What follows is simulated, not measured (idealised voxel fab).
The name of this process module is voxel gate over fins.
Xsec cut, 180 nm wide, square cell size 5 nm.
Format of a cross-section: grid, square cells. Given as bands. Order: top down. Band: one or more rows of cells. Look at the band entry: it leads with the top's height and the bottom's height in nm. Then it lists the materials left to right, with a width in nm for each. The word "edge to edge" on a single material says that material fills the band edge to edge. The word "air" is empty space. Height 0 is the level under which the wafer as received is all one material. The lowest band goes on downwards, as in "top 0, no bottom". Per-row width for "30->40": begins at first number (top row of band), ends at second number (bottom row), increment between rows held constant. When a step is marked "remained the same", none of the cells in the cross-section changed during that step. Closed empty spaces (no open way to the top) of 8 cells or more are what "Enclosed cavities" lists, each as width x height at distance from the left edge, nm for all three. Post-settings text on a step line: simulator's own remark regarding the step. overlay nm: for a step with a mask, the amount by which the mask lay right of where it was planned; a negative amount means left of it.
Here's what the planned process steps look like
1: RECEIVE [material Si]
2: CONFORMAL_DEP [material SiN] [thk nm 10]
3: MASKED_ETCH [tone cover] [mask id FINS] [width nm 15] [pitch nm 60] [etch materials SiN] [depth nm 10] [overlay nm 0]
4: MASKED_ETCH [tone cover] [mask id FINS] [width nm 15] [pitch nm 60] [etch materials Si] [depth nm 35] [overlay nm 0]
5: FILL_DEP [material SiO2] [thk nm 15]
6: CMP [height nm 10]
7: MASKED_ETCH [tone open] [mask id RAIL] [width nm 15] [etch materials SiO2] [depth nm 40] [overlay nm -15]
8: CONFORMAL_DEP [material TiN] [thk nm 5]
9: FILL_DEP [material W] [thk nm 10]
10: CMP [height nm 10]
11: SELECTIVE_ETCH [etch materials W Ru TiN] [depth nm 25]
12: FILL_DEP [material SiO2] [thk nm 5]
13: CMP [height nm 10]
14: SELECTIVE_ETCH [etch materials SiO2] [depth nm 20]
15: STRIP [etch materials SiN]
16: CONFORMAL_DEP [material HfO2] [thk nm 5]
17: CONFORMAL_DEP [material TiN] [thk nm 5]
18: FILL_DEP [material W] [thk nm 10]
19: CMP [height nm 15]
20: CONFORMAL_DEP [material SiCN] [thk nm 10]
Wafers differ in overlay nm at step 7; plan lists the first wafer's value; identical starting state.
Cross-sectional view of the first of several wafers in the as-received condition, corresponding to the state following step 1
> top 0, no bottom | Si edge to edge
> Enclosed cavities: none
End of module, by wafer: material-by-material cell gain (+) or loss (-) since receipt, then closed voids
overlay nm -15 | +44 HfO2 | -210 Si | +72 SiCN | +141 SiO2 | +51 TiN | +82 W | Enclosed cavities: none
overlay nm -10 | +44 HfO2 | -210 Si | +72 SiCN | +141 SiO2 | +51 TiN | +82 W | Enclosed cavities: none
overlay nm -5 | +44 HfO2 | -210 Si | +72 SiCN | +141 SiO2 | +51 TiN | +82 W | Enclosed cavities: none
overlay nm 0 | +44 HfO2 | -210 Si | +72 SiCN | +141 SiO2 | +51 TiN | +82 W | Enclosed cavities: none
overlay nm 5 | +44 HfO2 | -210 Si | +72 SiCN | +141 SiO2 | +51 TiN | +82 W | Enclosed cavities: none
overlay nm 10 | +44 HfO2 | -210 Si | +72 SiCN | +141 SiO2 | +51 TiN | +82 W | Enclosed cavities: none
overlay nm 15 | +44 HfO2 | -210 Si | +72 SiCN | +141 SiO2 | +51 TiN | +82 W | Enclosed cavities: none
